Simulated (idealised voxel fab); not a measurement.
The name of this process module is voxel double patterning.
The cross-section shown here is cut; it is 215 nm wide and divided into square cells measuring 5 nm on a side.
Cross-section = grid of square cells, listed top down in bands; band = one or more rows. It is stipulated that each band's entry specify, in nanometres, the height of the top of the band and then that of its bottom, followed by the materials of the band in left-to-right sequence, each together with its width in nanometres. A single material marked by the word "throughout" is understood to fill the band from edge to edge; the word "blank" is understood to denote empty space. Ref level 0: as-received wafer is one material below here. Bottom band extends down with no lower bound ("z 0 and below"). With a width like "30..40", each row of cells in the band differs from the next by the same amount, the top row carrying the first number and the bottom row the second. The cross-section has no changed cell in any step marked "no change occurred". Voids not open to the top, 8 cells minimum: see "Non-vented voids". Written width x height at distance; distance is from the left edge; nm. It should be noted that, on the line of a given step, the content following the step's settings is a remark produced by the simulator itself with respect to that step. Each step line may optionally specify "overlay nm", which for a step with a mask gives the rightward distance between the mask's planned place and where it lay, a negative value indicating the leftward direction.
**The steps planned for the process are as follows**
1,RECEIVE [material Si]
2,CONFORMAL_DEP [material SiO2] [thk nm 5]
3,DIRECTIONAL_DEP [material TiN] [thk nm 20]
4,DIRECTIONAL_DEP [material SiCN] [thk nm 5]
5,PATTERN [tone open] [mask id FIRST] [material resist] [width nm 15] [pitch nm 50] [thk nm 15] [overlay nm 0]
6,DIRECTIONAL_ETCH [etch materials SiCN] [depth nm 5]
7,STRIP [etch materials resist]
8,PATTERN [tone open] [mask id SECOND] [material resist] [width nm 15] [thk nm 20] [overlay nm 0]
9,DIRECTIONAL_ETCH [etch materials SiCN] [depth nm 5]
10,STRIP [etch materials resist]
11,DIRECTIONAL_ETCH [etch materials TiN] [depth nm 20]
12,STRIP [etch materials SiCN]
varied across the wafers: width nm of step 5. The plan shows the first wafer's value. All wafers start alike
**Received condition of the first of several wafers, sectioned: post-step 1**
	z 0 and below | Si throughout
	Non-vented voids: none
**Cross-section after step 12, the final step of the module, for the first of several wafers**
	z 25 to 5 | TiN (75), blank (15), TiN (10), blank (15), TiN (10), blank (15), TiN (75)
	z 5 to 0 | SiO2 throughout
	z 0 and below | Si throughout
	Non-vented voids: none
**Here's the last wafer cross-sectioned at the end of the module**
	z 25 to 5 | TiN (70), blank (45), TiN (5), blank (30), TiN (65)
	z 5 to 0 | SiO2 throughout
	z 0 and below | Si throughout
	Non-vented voids: none
**What follows is a table in which each wafer occupies a row; for the wafer as it stands at the close of the module, the row states, material by material, how many cells have been gained (+) or lost (-) since receipt, and then gives its closed voids**
width nm 15; +43 SiO2; +136 TiN; Non-vented voids: none
width nm 20; +43 SiO2; +128 TiN; Non-vented voids: none
width nm 25; +43 SiO2; +120 TiN; Non-vented voids: none
width nm 30; +43 SiO2; +112 TiN; Non-vented voids: none
